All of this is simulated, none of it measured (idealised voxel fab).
Process module in this document: voxel wiring stack
Each square cell in cross-section cut measures 5 nm, and the section as a whole is 250 nm wide.
Heads up, the way a cross-section reads in here is a grid of square cells, handed over as bands from the top down, with every band being one or more rows of cells. Band: top and bottom heights (nm) first, top before bottom; then materials from left to right, widths in nm. "everywhere" marks a sole material filling the band edge to edge. "air" denotes empty space. Height is counted from the level 0, under which the received wafer is composed throughout of one material. The lowest of the bands is not closed at the bottom but continues downward, in the notation "0 nm and below". The notation "30..40" denotes a width that varies across the rows of cells in the band, beginning at the first number in the top row, finishing at the second number in the bottom row, and changing by an identical amount from each row to the next. Step marked "no modifications"? Then no cell in the cross-section changed in it. Any empty space of 8 cells or more lacking an open way to the top shows up in "Sealed voids" as width x height at distance, distance from the left edge, in nm. Where a step's line continues beyond its settings, the continuation is a remark by the simulator itself on that step. "overlay nm" denotes, for a step that has a mask, the displacement of the mask to the right of its planned place, with negative values corresponding to the left.
Process steps foreseen in the plan
| 1 | RECEIVE: material Si |
| 2 | CONFORMAL_DEP: material SiO2, thk nm 10 |
| 3 | CONFORMAL_DEP: material SiN, thk nm 5 |
| 4 | DIRECTIONAL_DEP: material lowk, thk nm 20 |
| 5 | DIRECTIONAL_DEP: material aC, thk nm 15 |
| 6 | PATTERN: tone open, mask id METAL_1, material resist, width nm 25, pitch nm 50, thk nm 30, overlay nm 0 |
| 7 | DIRECTIONAL_ETCH: etch materials aC, depth nm 15 |
| 8 | STRIP: etch materials resist |
| 9 | DIRECTIONAL_ETCH: etch materials lowk, depth nm 20 |
| 10 | DIRECTIONAL_ETCH: etch materials SiN, depth nm 5 |
| 11 | STRIP: etch materials aC |
| 12 | CONFORMAL_DEP: material TiN, thk nm 5 |
| 13 | FILL_DEP: material Cu, thk nm 5 |
| 14 | CMP: height nm 35 |
| 15 | CONFORMAL_DEP: material SiCN, thk nm 5 |
| 16 | DIRECTIONAL_DEP: material lowk, thk nm 25 |
| 17 | DIRECTIONAL_DEP: material aC, thk nm 15 |
| 18 | PATTERN: tone open, mask id METAL_2_HOLES, material resist, width nm 15, pitch nm 100, thk nm 35, overlay nm 0 |
| 19 | DIRECTIONAL_ETCH: etch materials aC, depth nm 15 |
| 20 | STRIP: etch materials resist |
| 21 | DIRECTIONAL_ETCH: etch materials lowk, depth nm 25 |
| 22 | STRIP: etch materials aC |
| 23 | PATTERN: tone open, mask id METAL_2, material resist, width nm 25, pitch nm 50, thk nm 15, overlay nm 0 |
| 24 | DIRECTIONAL_ETCH: etch materials lowk, depth nm 15 |
| 25 | DIRECTIONAL_ETCH: etch materials SiCN, depth nm 5 |
| 26 | STRIP: etch materials resist |
| 27 | CONFORMAL_DEP: material TiN, thk nm 5 |
| 28 | FILL_DEP: material Ru, thk nm 5 |
| 29 | CMP: height nm 65 |
| 30 | CONFORMAL_DEP: material SiCN, thk nm 5 |
| 31 | DIRECTIONAL_DEP: material lowk, thk nm 35 |
| 32 | DIRECTIONAL_DEP: material aC, thk nm 15 |
| 33 | PATTERN: tone open, mask id METAL_3, material resist, width nm 25, pitch nm 50, thk nm 30, overlay nm 0 |
| 34 | DIRECTIONAL_ETCH: etch materials aC, depth nm 15 |
| 35 | STRIP: etch materials resist |
| 36 | DIRECTIONAL_ETCH: etch materials lowk, depth nm 20 |
| 37 | STRIP: etch materials aC |
| 38 | MASKED_ETCH: tone open, mask id METAL_3_HOLES, width nm 15, pitch nm 100, etch materials lowk, depth nm 15, overlay nm 0 |
| 39 | MASKED_ETCH: tone open, mask id METAL_3_HOLES, width nm 15, pitch nm 100, etch materials SiCN, depth nm 5, overlay nm 0 |
| 40 | CONFORMAL_DEP: material TiN, thk nm 5 |
| 41 | FILL_DEP: material Cu, thk nm 10 |
| 42 | CMP: height nm 105 |
| 43 | CONFORMAL_DEP: material SiCN, thk nm 5 |
| 44 | DIRECTIONAL_DEP: material SiO2, thk nm 35 |
| 45 | PATTERN: tone open, mask id METAL_4, material resist, width nm 25, pitch nm 50, thk nm 20, overlay nm 0 |
| 46 | DIRECTIONAL_ETCH: etch materials SiO2, depth nm 20 |
| 47 | STRIP: etch materials resist |
| 48 | MASKED_ETCH: tone open, mask id METAL_4_HOLES, width nm 15, pitch nm 50, etch materials SiO2, depth nm 15, overlay nm 0 |
| 49 | MASKED_ETCH: tone open, mask id METAL_4_HOLES, width nm 15, pitch nm 50, etch materials SiCN, depth nm 5, overlay nm 0 |
| 50 | CONFORMAL_DEP: material TiN, thk nm 5 |
| 51 | FILL_DEP: material Cu, thk nm 10 |
| 52 | CMP: height nm 145 |
| 53 | CONFORMAL_DEP: material SiCN, thk nm 5 |
Wafer as received: cross-section following step 1
    0 nm and below  Si everywhere
    Sealed voids: none
Cross-section at module end, one run error; start and plan unchanged from above
    150 nm to 145 nm  SiCN everywhere
    145 nm to 140 nm  Cu everywhere
    140 nm to 135 nm  TiN 40 nm | Cu 15 nm | TiN 35 nm | Cu 15 nm | TiN 35 nm | Cu 15 nm | TiN 35 nm | Cu 15 nm | TiN 45 nm
    135 nm to 120 nm  SiO2 35 nm | TiN 5 nm | Cu 15 nm | TiN 5 nm | SiO2 25 nm | TiN 5 nm | Cu 15 nm | TiN 5 nm | SiO2 25 nm | TiN 5 nm | Cu 15 nm | TiN 5 nm | SiO2 25 nm | TiN 5 nm | Cu 15 nm | TiN 5 nm | SiO2 40 nm
    120 nm to 110 nm  SiO2 35 nm | TiN 5 nm | Cu 5 nm | TiN 15..5 nm | SiO2 25..35 nm | TiN 5 nm | Cu 5 nm | TiN 15..5 nm | SiO2 25..35 nm | TiN 5 nm | Cu 5 nm | TiN 15..5 nm | SiO2 25..35 nm | TiN 5 nm | Cu 5 nm | TiN 15..5 nm | SiO2 40..50 nm
    110 nm to 105 nm  SiCN 35 nm | TiN 15 nm | SiCN 35 nm | TiN 15 nm | SiCN 35 nm | TiN 15 nm | SiCN 35 nm | TiN 15 nm | SiCN 50 nm
    105 nm to 90 nm  lowk 35 nm | TiN 5 nm | Cu 15 nm | TiN 5 nm | lowk 25 nm | TiN 5 nm | Cu 15 nm | TiN 5 nm | lowk 25 nm | TiN 5 nm | Cu 15 nm | TiN 5 nm | lowk 25 nm | TiN 5 nm | Cu 15 nm | TiN 5 nm | lowk 40 nm
    90 nm to 85 nm  lowk 35 nm | TiN 5 nm | Cu 5 nm | TiN 15 nm | lowk 25 nm | TiN 25 nm | lowk 25 nm | TiN 5 nm | Cu 5 nm | TiN 15 nm | lowk 25 nm | TiN 25 nm | lowk 40 nm
    85 nm to 70 nm  lowk 35 nm | TiN 5 nm | Cu 5 nm | TiN 5 nm | lowk 85 nm | TiN 5 nm | Cu 5 nm | TiN 5 nm | lowk 100 nm
    70 nm to 65 nm  SiCN 35 nm | TiN 15 nm | SiCN 85 nm | TiN 15 nm | SiCN 100 nm
    65 nm to 55 nm  lowk 35 nm | TiN 5 nm | Ru 15 nm | TiN 5 nm | lowk 25 nm | TiN 5 nm | Ru 15 nm | TiN 5 nm | lowk 25 nm | TiN 5 nm | Ru 15 nm | TiN 5 nm | lowk 25 nm | TiN 5 nm | Ru 15 nm | TiN 5 nm | lowk 40 nm
    55 nm to 50 nm  lowk 35 nm | TiN 5 nm | Ru 5 nm | TiN 15 nm | lowk 25 nm | TiN 25 nm | lowk 25 nm | TiN 5 nm | Ru 5 nm | TiN 15 nm | lowk 25 nm | TiN 25 nm | lowk 40 nm
    50 nm to 40 nm  lowk 35 nm | TiN 5 nm | Ru 5 nm | TiN 5 nm | lowk 85 nm | TiN 5 nm | Ru 5 nm | TiN 5 nm | lowk 100 nm
    40 nm to 35 nm  SiCN 35 nm | TiN 15 nm | SiCN 85 nm | TiN 15 nm | SiCN 100 nm
    35 nm to 15 nm  lowk 35 nm | TiN 5 nm | Cu 15 nm | TiN 5 nm | lowk 25 nm | TiN 5 nm | Cu 15 nm | TiN 5 nm | lowk 25 nm | TiN 5 nm | Cu 15 nm | TiN 5 nm | lowk 25 nm | TiN 5 nm | Cu 15 nm | TiN 5 nm | lowk 40 nm
    15 nm to 10 nm  SiN 35 nm | TiN 25 nm | SiN 25 nm | TiN 25 nm | SiN 25 nm | TiN 25 nm | SiN 25 nm | TiN 25 nm | SiN 40 nm
    10 nm to 0 nm  SiO2 everywhere
    0 nm and below  Si everywhere
    Sealed voids: none
Error vs. plan: step 44, actual vs plan mismatch, actual run DIRECTIONAL_DEP: material SiO2, thk nm 25
